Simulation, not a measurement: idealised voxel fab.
Process module heading - voxel trench capacitor
cross-section cut | 230 nm wide | cells 5 nm
Throughout this document, each cross-section is represented as a grid of square cells and is presented as a sequence of bands enumerated from the top downward, where a band comprises one or more rows of cells. For a band, the entry starts with two heights in nm, that of the top and then that of the bottom, and carries on with the band's materials in order from left to right, each alongside its width in nm; the word "edge to edge" beside a single material means it fills the band edge to edge, and "blank" means empty space. Height datum 0, below which the as-received substrate wafer is one material. Lowest band open at the bottom, running downward: "from 0 down". Width "30 to 40": first value at the band's top row of cells, second value at its bottom row, equal change from row to row. The cross-section has no changed cell in any step marked "remained unchanged". "Internal closed voids": empty spaces of 8 cells or more with no open way to the top, each given as width x height at distance, distance from the left edge, all in nm. What comes after the settings on a step's line is commentary from the simulator itself on that step. Among the settings permitted on a step's line is "overlay nm"; applied to a step with a mask, it specifies the extent to which the mask lay to the right of its planned position, whereas a negative figure signifies a position to the left.
Listed below are the process steps as planned:
1. RECEIVE, material Si
2. CONFORMAL_DEP, material SiN, thk nm 5
3. DIRECTIONAL_DEP, material aC, thk nm 10
4. PATTERN, tone open, mask id TRENCH, material resist, width nm 30, pitch nm 55, thk nm 30, overlay nm 0
5. DIRECTIONAL_ETCH, etch materials aC, depth nm 10
6. STRIP, etch materials resist
7. DIRECTIONAL_ETCH, etch materials SiN, depth nm 5
8. DIRECTIONAL_ETCH, etch materials Si, depth nm 30
9. STRIP, etch materials aC
10. CONFORMAL_DEP, material HfO2, thk nm 5
11. CONFORMAL_DEP, material TiN, thk nm 5
12. FILL_DEP, material W, thk nm 5
13. CMP, height nm 5
Cross-section of the wafer at receipt, which is the condition after step 1:
- from 0 down | Si edge to edge
- Internal closed voids: none
The plan above was carried out on the starting structure above with one mistake, and this cross-section shows the wafer at the end of the module:
- from 5 to 0 | 60 of SiN; 5 of HfO2; 5 of TiN; 10 of W; 5 of TiN; 5 of HfO2; 25 of SiN; 5 of HfO2; 5 of TiN; 10 of W; 5 of TiN; 5 of HfO2; 85 of SiN
- from 0 to -20 | 60 of Si; 5 of HfO2; 5 of TiN; 10 of W; 5 of TiN; 5 of HfO2; 25 of Si; 5 of HfO2; 5 of TiN; 10 of W; 5 of TiN; 5 of HfO2; 85 of Si
- from -20 to -25 | 60 of Si; 5 of HfO2; 20 of TiN; 5 of HfO2; 25 of Si; 5 of HfO2; 20 of TiN; 5 of HfO2; 85 of Si
- from -25 to -30 | 60 of Si; 30 of HfO2; 25 of Si; 30 of HfO2; 85 of Si
- from -30 down | Si edge to edge
- Internal closed voids: none
Which mistake was made when the wafer was run? step 4 did not use the planned setting and instead ran as PATTERN, tone open, mask id TRENCH, material resist, width nm 30, pitch nm 55, thk nm 30, overlay nm -10
